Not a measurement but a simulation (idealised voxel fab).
Process module under the name voxel fin reveal
Square cell edge 5 nm, section width 255 nm, ID cut.
How to read a cross-section here: the picture is a grid of square cells, written as bands going from the top down, and any band can span one or more rows of cells.
The band entry comprises the height of the band's top followed by the height of its bottom, expressed in nm, and subsequently the band's materials from left to right, each stated together with its width in nm. Where a single material is marked with the word "everywhere", that material fills the band from edge to edge. The word "empty" represents empty space.
We count height from 0. Below that, the starting wafer is all one material. The lowest band never ends at the bottom but goes on down; see "from 0 down" for how that is written.
When a width is written as two numbers, as in "30->40", the first number is the width in the top row of cells of the band and the second is the width in its bottom row, and the width changes by the same amount from each row to the next.
Take "no modifications" at face value: in the step it is given for, the cross-section changed in none of its cells.
Under "Closed void table" you'll find the enclosed gaps, the ones with no way out to the top, that are 8 cells or bigger; each reads width x height at distance, with distance counted from the left edge, everything in nm.
Heads up: the bit after the settings on a step's line is the simulator's remark on that step.
The "overlay nm" setting may appear on a step's line; for a step that uses a mask, it gives how far to the right of its planned position the mask lay, and a negative value indicates the left.
So here's the lineup of process steps we planned:
| 1 | RECEIVE with material Si |
| 2 | CONFORMAL_DEP with material SiN, thk nm 10 |
| 3 | PATTERN with tone cover, mask id FINS, material resist, width nm 15, pitch nm 40, thk nm 15, overlay nm 0 |
| 4 | DIRECTIONAL_ETCH with etch materials SiN, depth nm 10 |
| 5 | DIRECTIONAL_ETCH with etch materials Si, depth nm 35 |
| 6 | STRIP with etch materials resist |
| 7 | OXIDIZE with depth nm 5 |
| 8 | FILL_DEP with material SiO2, thk nm 15 |
| 9 | CMP with height nm 10 |
| 10 | SELECTIVE_ETCH with etch materials SiO2, depth nm 35 |
| 11 | STRIP with etch materials SiN |
Delivered wafer in cross-section: state after step 1:
  from 0 down: Si everywhere
  Closed void table: none
Sectioned view, first of two wafers, at the close of the module, processed as intended in the plan:
  from 0 to -25: 85 nm empty / 5 nm Si / 35 nm empty / 5 nm Si / 35 nm empty / 5 nm Si / 85 nm empty
  from -25 to -40: 85 nm SiO2 / 5 nm Si / 35 nm SiO2 / 5 nm Si / 35 nm SiO2 / 5 nm Si / 85 nm SiO2
  from -40 down: Si everywhere
  Closed void table: none
Second wafer of the two, sectioned at the end of the module. It began like the first and followed the same plan, but one mistake was made while running it:
  from 0 to -35: 80 nm empty / 5 nm SiO2 / 5 nm Si / 5 nm SiO2 / 25 nm empty / 5 nm SiO2 / 5 nm Si / 5 nm SiO2 / 25 nm empty / 5 nm SiO2 / 5 nm Si / 5 nm SiO2 / 80 nm empty
  from -35 to -40: 85 nm SiO2 / 5 nm Si / 35 nm SiO2 / 5 nm Si / 35 nm SiO2 / 5 nm Si / 85 nm SiO2
  from -40 down: Si everywhere
  Closed void table: none
Want to know what went wrong? step 8 deviated from plan and actually ran as FILL_DEP with material SiN, thk nm 15
Final cells, second wafer relative to first, materials higher or lower: SiO2: 54 fewer
